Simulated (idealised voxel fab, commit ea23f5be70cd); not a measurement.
Process module in this document: voxel ribs on slabs
Cross-section cut spans 235 nm and uses square cells 5 nm in size.
This document writes a cross-section as a grid whose cells are square, and gives it as bands, listed from the top down; one or more rows of cells form a band.
Heights first: top, then bottom, in nm. Then materials, left to right, each with a width in nm. "all across" on a single material: fills the band edge to edge. "blank": empty space.
Heights are expressed relative to 0, this being the level below which the as-received wafer comprises one material exclusively. The lowest band is unbounded in the downward direction and is denoted as in "z 0 and below".
Width "30->40": first value at the band's top row of cells, second value at its bottom row, equal change from row to row.
Step marked "nothing got changed"? Then no cell in the cross-section changed in it.
What "Non-vented voids" gives you is every empty space of 8 cells or more that is cut off from the top. Each appears as width x height at distance, with the distance taken from the left edge and width, height and distance all in nm.
Read whatever lies past the settings on a step's line as the simulator's own remark about the step.
overlay nm, on a step with a mask: how far to the right of its planned place the mask lay; to the left if negative
Planned process steps:
step 1: RECEIVE (material Si)
step 2: DIRECTIONAL_DEP (material SiO2; thk nm 30)
step 3: DIRECTIONAL_DEP (material SiN; thk nm 20)
step 4: PATTERN (tone cover; mask id RIB; material resist; width nm 25; thk nm 20; overlay nm 0)
step 5: DIRECTIONAL_ETCH (etch materials SiN; depth nm 15)
step 6: STRIP (etch materials resist)
step 7: DIRECTIONAL_DEP (material aC; thk nm 15)
step 8: PATTERN (tone cover; mask id SLAB; material resist; width nm 65; thk nm 35; overlay nm 0)
step 9: DIRECTIONAL_ETCH (etch materials aC; depth nm 15)
step 10: STRIP (etch materials resist)
step 11: DIRECTIONAL_ETCH (etch materials SiN; depth nm 5)
step 12: STRIP (etch materials aC)
step 13: FILL_DEP (material SiO2; thk nm 25)
step 14: CMP (height nm 65)
step 15: DIRECTIONAL_DEP (material W; thk nm 5)
step 16: MASKED_ETCH (tone cover; mask id HEATER; width nm 35; etch materials W; depth nm 5; overlay nm 0)
step 17: CONFORMAL_DEP (material SiO2; thk nm 5)
This is the cross-section of the wafer as we received it, i.e. after step 1:
	z 0 and below  Si all across
	Non-vented voids: none
Module complete, cross-section. Starting point and plan per above. One mistake made in running the module:
	z 70 to 65  100 nm blank; 35 nm W; 100 nm blank
	z 65 to 50  SiO2 all across
	z 50 to 35  105 nm SiO2; 25 nm SiN; 105 nm SiO2
	z 35 to 30  85 nm SiO2; 65 nm SiN; 85 nm SiO2
	z 30 to 0  SiO2 all across
	z 0 and below  Si all across
	Non-vented voids: none
Heads up, the wafer didn't run the way we planned it: plan step 17 skipped
